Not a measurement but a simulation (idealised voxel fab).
Process module heading - voxel plated lines
Cross-sectional view cut (width: 180 nm; square cell size: 5 nm).
The cross-sections in this document take the form of a grid made of square cells. They are written out as bands, in order from top to bottom. Each band consists of one or more rows of cells. This entry defines a band. It first specifies the height of the band's top and the height of its bottom in nm, and then specifies the band's materials from left to right, stating each material with its width in nm. The word "throughout" identifies a single material that fills the band from edge to edge, while the word "empty" identifies empty space. The reference from which all heights are counted is 0, the level beneath which the as-received wafer is entirely one material; the lowest band, having no lower bound, proceeds downward and is written after the example "0 -> down". Read "30..40" as a graded width: first number on top, second number at the bottom, same change between each pair of neighbouring rows. "no modifications" means the step left every cell of the cross-section as it was. The label "Closed cavities" introduces a list of the empty spaces, 8 cells or larger, that have no open way up to the top; each entry in it reads width x height at distance, where the distance is taken from the left edge and all three are stated in nm. after a step's settings: what the simulator itself notes on the step. A step's line can hold "overlay nm"; with a mask on that step, the setting says how far right of the planned place the mask lay, while a negative setting says it lay to the left.

-- Process steps (planned)
- 1: RECEIVE,material Si
- 2: CONFORMAL_DEP,material SiN,thk nm 10
- 3: DIRECTIONAL_DEP,material TiN,thk nm 5
- 4: PATTERN,tone open,mask id LINES,material resist,width nm 15,pitch nm 40,thk nm 40,overlay nm 0
- 5: EPI,material Ru,thk nm 10
- 6: EPI,material Ru,thk nm 10
- 7: EPI,material Ru,thk nm 5
- 8: STRIP,etch materials resist
- 9: DIRECTIONAL_ETCH,etch materials TiN,depth nm 5
- 10: CONFORMAL_DEP,material SiN,thk nm 10
Quick note for whoever runs this: the wafers start identical, but the width nm at step 4 isn't the same across them. The plan just shows what the first wafer had.

-- Cross-section of the first of several received wafers, showing its state after step 1
> 0 -> down = Si throughout
> Closed cavities: none

-- First of several wafers: cross-section at the end of the module, after step 10, its last step
> 50 -> 40 = 50 nm empty / 35 nm SiN / 5 nm empty / 35 nm SiN / 55 nm empty
> 40 -> 20 = 50 nm empty / 10 nm SiN / 15 nm Ru / 10 nm SiN / 5 nm empty / 10 nm SiN / 15 nm Ru / 10 nm SiN / 55 nm empty
> 20 -> 15 = 60 nm SiN / 15 nm Ru / 25 nm SiN / 15 nm Ru / 65 nm SiN
> 15 -> 10 = 60 nm SiN / 15 nm TiN / 25 nm SiN / 15 nm TiN / 65 nm SiN
> 10 -> 0 = SiN throughout
> 0 -> down = Si throughout
> Closed cavities: none

-- Cross-sectional depiction of the last of several wafers upon completion of the module
> 50 -> 40 = 45 nm empty / 85 nm SiN / 50 nm empty
> 40 -> 20 = 45 nm empty / 10 nm SiN / 25 nm Ru / 15 nm SiN / 25 nm Ru / 10 nm SiN / 50 nm empty
> 20 -> 15 = 55 nm SiN / 25 nm Ru / 15 nm SiN / 25 nm Ru / 60 nm SiN
> 15 -> 10 = 55 nm SiN / 25 nm TiN / 15 nm SiN / 25 nm TiN / 60 nm SiN
> 10 -> 0 = SiN throughout
> 0 -> down = Si throughout
> Closed cavities: none

-- Tabulated below, wafer by wafer, are the end-of-module results: for each material, the number of cells gained (+) or lost (-) relative to the as-received state, followed by the closed voids
width nm 15; +30 Ru; +192 SiN; +6 TiN; Closed cavities: none
width nm 20; +40 Ru; +192 SiN; +8 TiN; Closed cavities: none
width nm 25; +50 Ru; +186 SiN; +10 TiN; Closed cavities: none
